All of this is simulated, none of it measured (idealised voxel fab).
The following process module bears the name voxel gate over fins.
FYI the section here is cut, 225 nm wide, cells are 5 nm squares.
A cross-section is written here as square cells arranged in a grid, and it is given in bands from the top down, each band taking up one or more rows of cells.
Band entry format. Leading values: height of top, height of bottom, nm. Remainder: materials in left-to-right order, each with its width in nm. Special words: "everywhere" on a single material, which then fills the band edge to edge; "empty", empty space.
Heights are expressed relative to 0, this being the level below which the as-received wafer comprises one material exclusively. The lowest band is unbounded in the downward direction and is denoted as in "z 0 and below".
Think of "30 to 40" as a width that walks from the first number to the second as you go down the band, top row to bottom row, taking equal-sized steps from row to row.
"remained the same" (step): cross-section cells unchanged, all of them.
Entry "Sealed internal voids" = empty spaces >= 8 cells with no open way to the top; each as width x height at distance, distance from left edge, all nm.
On each step's line, the part that comes after the settings is the simulator's own comment on the step.
overlay nm: mask offset rightward from planned place, masked step; negative means leftward offset.
Steps planned for the process:
1. RECEIVE with material Si
2. CONFORMAL_DEP with material SiN, thk nm 10
3. PATTERN with tone cover, mask id FINS, material resist, width nm 15, pitch nm 35, thk nm 20, overlay nm 0
4. DIRECTIONAL_ETCH with etch materials SiN, depth nm 10
5. DIRECTIONAL_ETCH with etch materials Si, depth nm 30
6. STRIP with etch materials resist
7. OXIDIZE with depth nm 5
8. FILL_DEP with material SiO2, thk nm 10
9. CMP with height nm 10
10. SELECTIVE_ETCH with etch materials SiO2, depth nm 25
11. STRIP with etch materials SiN
12. CONFORMAL_DEP with material HfO2, thk nm 5
13. CONFORMAL_DEP with material TiN, thk nm 5
14. CONFORMAL_DEP with material TiAl, thk nm 5
15. CONFORMAL_DEP with material TiN, thk nm 5
16. FILL_DEP with material W, thk nm 15
17. CMP with height nm 30
18. CONFORMAL_DEP with material SiN, thk nm 10
Of two wafers, the first: run according to plan:
Cross-section, incoming material, after step 1:
	z 0 and below  Si everywhere
	Sealed internal voids: none
Cross-section through the wafer, step 2 finished:
	z 10 to 0  SiN everywhere
	below 0: unchanged
Cross-section through the wafer, step 3 finished:
	z 30 to 10  empty 70, resist 15, empty 20, resist 15, empty 20, resist 15, empty 70
	below 10: unchanged
Cross-section through the wafer, step 4 finished:
	z 30 to 10  empty 70, resist 15, empty 20, resist 15, empty 20, resist 15, empty 70
	z 10 to 0  empty 70, SiN 15, empty 20, SiN 15, empty 20, SiN 15, empty 70
	below 0: unchanged
Cross-section through the wafer, step 5 finished:
	z 30 to 10  empty 70, resist 15, empty 20, resist 15, empty 20, resist 15, empty 70
	z 10 to 0  empty 70, SiN 15, empty 20, SiN 15, empty 20, SiN 15, empty 70
	z 0 to -30  empty 70, Si 15, empty 20, Si 15, empty 20, Si 15, empty 70
	below -30: unchanged
Cross-section through the wafer, step 6 finished:
	z 10 to 0  empty 70, SiN 15, empty 20, SiN 15, empty 20, SiN 15, empty 70
	below 0: unchanged
Cross-section through the wafer, step 7 finished:
	z 10 to 0  empty 70, SiN 15, empty 20, SiN 15, empty 20, SiN 15, empty 70
	z 0 to -30  empty 70, SiO2 5, Si 5, SiO2 5, empty 20, SiO2 5, Si 5, SiO2 5, empty 20, SiO2 5, Si 5, SiO2 5, empty 70
	z -30 to -35  SiO2 75, Si 5, SiO2 30, Si 5, SiO2 30, Si 5, SiO2 75
	below -35: unchanged
Cross-section through the wafer, step 8 finished:
	z 20 to 10  SiO2 everywhere
	z 10 to 0  SiO2 70, SiN 15, SiO2 20, SiN 15, SiO2 20, SiN 15, SiO2 70
	z 0 to -35  SiO2 75, Si 5, SiO2 30, Si 5, SiO2 30, Si 5, SiO2 75
	below -35: unchanged
Cross-section through the wafer, step 9 finished:
	z 10 to 0  SiO2 70, SiN 15, SiO2 20, SiN 15, SiO2 20, SiN 15, SiO2 70
	below 0: unchanged
Cross-section through the wafer, step 10 finished:
	z 10 to 0  empty 70, SiN 15, empty 20, SiN 15, empty 20, SiN 15, empty 70
	z 0 to -15  empty 75, Si 5, empty 30, Si 5, empty 30, Si 5, empty 75
	below -15: unchanged
Cross-section through the wafer, step 11 finished:
	z 0 to -15  empty 75, Si 5, empty 30, Si 5, empty 30, Si 5, empty 75
	below -15: unchanged
Cross-section through the wafer, step 12 finished:
	z 5 to 0  empty 70, HfO2 15, empty 20, HfO2 15, empty 20, HfO2 15, empty 70
	z 0 to -10  empty 70, HfO2 5, Si 5, HfO2 5, empty 20, HfO2 5, Si 5, HfO2 5, empty 20, HfO2 5, Si 5, HfO2 5, empty 70
	z -10 to -15  HfO2 75, Si 5, HfO2 30, Si 5, HfO2 30, Si 5, HfO2 75
	below -15: unchanged
Cross-section through the wafer, step 13 finished:
	z 10 to 5  empty 65, TiN 25, empty 10, TiN 25, empty 10, TiN 25, empty 65
	z 5 to 0  empty 65, TiN 5, HfO2 15, TiN 5, empty 10, TiN 5, HfO2 15, TiN 5, empty 10, TiN 5, HfO2 15, TiN 5, empty 65
	z 0 to -5  empty 65, TiN 5, HfO2 5, Si 5, HfO2 5, TiN 5, empty 10, TiN 5, HfO2 5, Si 5, HfO2 5, TiN 5, empty 10, TiN 5, HfO2 5, Si 5, HfO2 5, TiN 5, empty 65
	z -5 to -10  TiN 70, HfO2 5, Si 5, HfO2 5, TiN 20, HfO2 5, Si 5, HfO2 5, TiN 20, HfO2 5, Si 5, HfO2 5, TiN 70
	below -10: unchanged
Cross-section through the wafer, step 14 finished:
	z 15 to 10  empty 60, TiAl 105, empty 60
	z 10 to 5  empty 60, TiAl 5, TiN 25, TiAl 10, TiN 25, TiAl 10, TiN 25, TiAl 5, empty 60
	z 5 to 0  empty 60, TiAl 5, TiN 5, HfO2 15, TiN 5, TiAl 10, TiN 5, HfO2 15, TiN 5, TiAl 10, TiN 5, HfO2 15, TiN 5, TiAl 5, empty 60
	z 0 to -5  TiAl 65, TiN 5, HfO2 5, Si 5, HfO2 5, TiN 5, TiAl 10, TiN 5, HfO2 5, Si 5, HfO2 5, TiN 5, TiAl 10, TiN 5, HfO2 5, Si 5, HfO2 5, TiN 5, TiAl 65
	below -5: unchanged
Cross-section through the wafer, step 15 finished:
	z 20 to 15  empty 55, TiN 115, empty 55
	z 15 to 10  empty 55, TiN 5, TiAl 105, TiN 5, empty 55
	z 10 to 5  empty 55, TiN 5, TiAl 5, TiN 25, TiAl 10, TiN 25, TiAl 10, TiN 25, TiAl 5, TiN 5, empty 55
	z 5 to 0  TiN 60, TiAl 5, TiN 5, HfO2 15, TiN 5, TiAl 10, TiN 5, HfO2 15, TiN 5, TiAl 10, TiN 5, HfO2 15, TiN 5, TiAl 5, TiN 60
	below 0: unchanged
Cross-section through the wafer, step 16 finished:
	z 35 to 20  W everywhere
	z 20 to 15  W 55, TiN 115, W 55
	z 15 to 10  W 55, TiN 5, TiAl 105, TiN 5, W 55
	z 10 to 5  W 55, TiN 5, TiAl 5, TiN 25, TiAl 10, TiN 25, TiAl 10, TiN 25, TiAl 5, TiN 5, W 55
	below 5: unchanged
Cross-section through the wafer, step 17 finished:
	z 30 to 20  W everywhere
	below 20: unchanged
Cross-section through the wafer, step 18 finished:
	z 40 to 30  SiN everywhere
	below 30: unchanged
Second wafer. Start and plan as for the first. One mistake made in running. Agrees with the first up to and including step 2:
Cross-section of the second wafer corresponding to the planned conclusion of step 3:
	z 30 to 10  empty 75, resist 15, empty 20, resist 15, empty 20, resist 15, empty 65
	below 10: unchanged
Cross-section of the second wafer corresponding to the planned conclusion of step 4:
	z 30 to 10  empty 75, resist 15, empty 20, resist 15, empty 20, resist 15, empty 65
	z 10 to 0  empty 75, SiN 15, empty 20, SiN 15, empty 20, SiN 15, empty 65
	below 0: unchanged
Cross-section of the second wafer corresponding to the planned conclusion of step 5:
	z 30 to 10  empty 75, resist 15, empty 20, resist 15, empty 20, resist 15, empty 65
	z 10 to 0  empty 75, SiN 15, empty 20, SiN 15, empty 20, SiN 15, empty 65
	z 0 to -30  empty 75, Si 15, empty 20, Si 15, empty 20, Si 15, empty 65
	below -30: unchanged
Cross-section of the second wafer corresponding to the planned conclusion of step 6:
	z 10 to 0  empty 75, SiN 15, empty 20, SiN 15, empty 20, SiN 15, empty 65
	below 0: unchanged
Cross-section of the second wafer corresponding to the planned conclusion of step 7:
	z 10 to 0  empty 75, SiN 15, empty 20, SiN 15, empty 20, SiN 15, empty 65
	z 0 to -30  empty 75, SiO2 5, Si 5, SiO2 5, empty 20, SiO2 5, Si 5, SiO2 5, empty 20, SiO2 5, Si 5, SiO2 5, empty 65
	z -30 to -35  SiO2 80, Si 5, SiO2 30, Si 5, SiO2 30, Si 5, SiO2 70
	below -35: unchanged
Cross-section of the second wafer corresponding to the planned conclusion of step 8:
	z 20 to 10  SiO2 everywhere
	z 10 to 0  SiO2 75, SiN 15, SiO2 20, SiN 15, SiO2 20, SiN 15, SiO2 65
	z 0 to -35  SiO2 80, Si 5, SiO2 30, Si 5, SiO2 30, Si 5, SiO2 70
	below -35: unchanged
Cross-section of the second wafer corresponding to the planned conclusion of step 9:
	z 10 to 0  SiO2 75, SiN 15, SiO2 20, SiN 15, SiO2 20, SiN 15, SiO2 65
	below 0: unchanged
Cross-section of the second wafer corresponding to the planned conclusion of step 10:
	z 10 to 0  empty 75, SiN 15, empty 20, SiN 15, empty 20, SiN 15, empty 65
	z 0 to -15  empty 80, Si 5, empty 30, Si 5, empty 30, Si 5, empty 70
	below -15: unchanged
Cross-section of the second wafer corresponding to the planned conclusion of step 11:
	z 0 to -15  empty 80, Si 5, empty 30, Si 5, empty 30, Si 5, empty 70
	below -15: unchanged
Cross-section of the second wafer corresponding to the planned conclusion of step 12:
	z 5 to 0  empty 75, HfO2 15, empty 20, HfO2 15, empty 20, HfO2 15, empty 65
	z 0 to -10  empty 75, HfO2 5, Si 5, HfO2 5, empty 20, HfO2 5, Si 5, HfO2 5, empty 20, HfO2 5, Si 5, HfO2 5, empty 65
	z -10 to -15  HfO2 80, Si 5, HfO2 30, Si 5, HfO2 30, Si 5, HfO2 70
	below -15: unchanged
Cross-section of the second wafer corresponding to the planned conclusion of step 13:
	z 10 to 5  empty 70, TiN 25, empty 10, TiN 25, empty 10, TiN 25, empty 60
	z 5 to 0  empty 70, TiN 5, HfO2 15, TiN 5, empty 10, TiN 5, HfO2 15, TiN 5, empty 10, TiN 5, HfO2 15, TiN 5, empty 60
	z 0 to -5  empty 70, TiN 5, HfO2 5, Si 5, HfO2 5, TiN 5, empty 10, TiN 5, HfO2 5, Si 5, HfO2 5, TiN 5, empty 10, TiN 5, HfO2 5, Si 5, HfO2 5, TiN 5, empty 60
	z -5 to -10  TiN 75, HfO2 5, Si 5, HfO2 5, TiN 20, HfO2 5, Si 5, HfO2 5, TiN 20, HfO2 5, Si 5, HfO2 5, TiN 65
	below -10: unchanged
Cross-section of the second wafer corresponding to the planned conclusion of step 14:
	z 15 to 10  empty 65, TiAl 105, empty 55
	z 10 to 5  empty 65, TiAl 5, TiN 25, TiAl 10, TiN 25, TiAl 10, TiN 25, TiAl 5, empty 55
	z 5 to 0  empty 65, TiAl 5, TiN 5, HfO2 15, TiN 5, TiAl 10, TiN 5, HfO2 15, TiN 5, TiAl 10, TiN 5, HfO2 15, TiN 5, TiAl 5, empty 55
	z 0 to -5  TiAl 70, TiN 5, HfO2 5, Si 5, HfO2 5, TiN 5, TiAl 10, TiN 5, HfO2 5, Si 5, HfO2 5, TiN 5, TiAl 10, TiN 5, HfO2 5, Si 5, HfO2 5, TiN 5, TiAl 60
	below -5: unchanged
Cross-section of the second wafer corresponding to the planned conclusion of step 15:
	z 20 to 15  empty 60, TiN 115, empty 50
	z 15 to 10  empty 60, TiN 5, TiAl 105, TiN 5, empty 50
	z 10 to 5  empty 60, TiN 5, TiAl 5, TiN 25, TiAl 10, TiN 25, TiAl 10, TiN 25, TiAl 5, TiN 5, empty 50
	z 5 to 0  TiN 65, TiAl 5, TiN 5, HfO2 15, TiN 5, TiAl 10, TiN 5, HfO2 15, TiN 5, TiAl 10, TiN 5, HfO2 15, TiN 5, TiAl 5, TiN 55
	below 0: unchanged
Cross-section of the second wafer corresponding to the planned conclusion of step 16:
	z 35 to 20  W everywhere
	z 20 to 15  W 60, TiN 115, W 50
	z 15 to 10  W 60, TiN 5, TiAl 105, TiN 5, W 50
	z 10 to 5  W 60, TiN 5, TiAl 5, TiN 25, TiAl 10, TiN 25, TiAl 10, TiN 25, TiAl 5, TiN 5, W 50
	below 5: unchanged
Cross-section of the second wafer corresponding to the planned conclusion of step 17:
	z 30 to 20  W everywhere
	below 20: unchanged
Cross-section of the second wafer corresponding to the planned conclusion of step 18:
	z 40 to 30  SiN everywhere
	below 30: unchanged
Want to know what went wrong? note that step 3 departed from the planned setting and was carried out as PATTERN with tone cover, mask id FINS, material resist, width nm 15, pitch nm 35, thk nm 20, overlay nm 5
Final state: per-material cell counts identical on both wafers; locations differ.
